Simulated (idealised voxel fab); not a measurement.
process module | voxel double patterning
cross-section cut | 155 nm wide | cells 5 nm
A cross-section is a grid of square cells, given in bands from the top down. A band is one or more rows of cells.
Each band's line starts with the height of the band's top and of its bottom, in nm. Then come its materials from left to right, each with its width in nm. One material with "throughout" fills the band from edge to edge. "air" is empty space.
Height 0 is the level under which the wafer as received is all one material. The lowest band goes on downwards, as in "0 down".
A width such as "30 to 40" changes by the same amount from each row of cells to the next, from the band's top row to its bottom row.
"no change" after a step means that no cell of the cross-section changed.
closed voids: empty space of 8 cells or more with no open way to the top, each as width x height at its distance from the left edge, in nm
after a step's settings: what the simulator itself notes on the step
overlay nm, on a step with a mask: how far to the right of its planned place the mask lay; to the left if negative
plan
1 op RECEIVE | material Si
2 op CONFORMAL_DEP | material SiO2 | thk nm 5
3 op DIRECTIONAL_DEP | material polySi | thk nm 10
4 op DIRECTIONAL_DEP | material SiN | thk nm 10
5 op MASKED_ETCH | tone open | mask id FIRST | width nm 15 | pitch nm 50 | etch materials SiN | depth nm 10 | overlay nm 0
6 op PATTERN | tone open | mask id SECOND | material resist | width nm 15 | pitch nm 50 | thk nm 15 | overlay nm 0
7 op DIRECTIONAL_ETCH | etch materials SiN | depth nm 10
8 op STRIP | etch materials resist
9 op DIRECTIONAL_ETCH | etch materials polySi | depth nm 10
10 op STRIP | etch materials SiN
varied across the wafers: width nm of step 5. The plan shows the first wafer's value. All wafers start alike
first wafer as received, after step 1
  0 down: Si throughout
  closed voids: none
first wafer at the end, after step 10
  15 to 5: polySi 20 | air 15 | polySi 10 | air 15 | polySi 10 | air 15 | polySi 10 | air 15 | polySi 10 | air 15 | polySi 20
  5 to 0: SiO2 throughout
  0 down: Si throughout
  closed voids: none
last wafer at the end
  15 to 5: polySi 15 | air 25 | polySi 5 | air 15 | polySi 5 | air 25 | polySi 5 | air 15 | polySi 5 | air 25 | polySi 15
  5 to 0: SiO2 throughout
  0 down: Si throughout
  closed voids: none
each wafer at the end: cells of each material gained (+) or lost (-) since it was received, then its closed voids
width nm 15 | +31 SiO2 | +32 polySi | closed voids: none
width nm 20 | +31 SiO2 | +26 polySi | closed voids: none
width nm 25 | +31 SiO2 | +20 polySi | closed voids: none
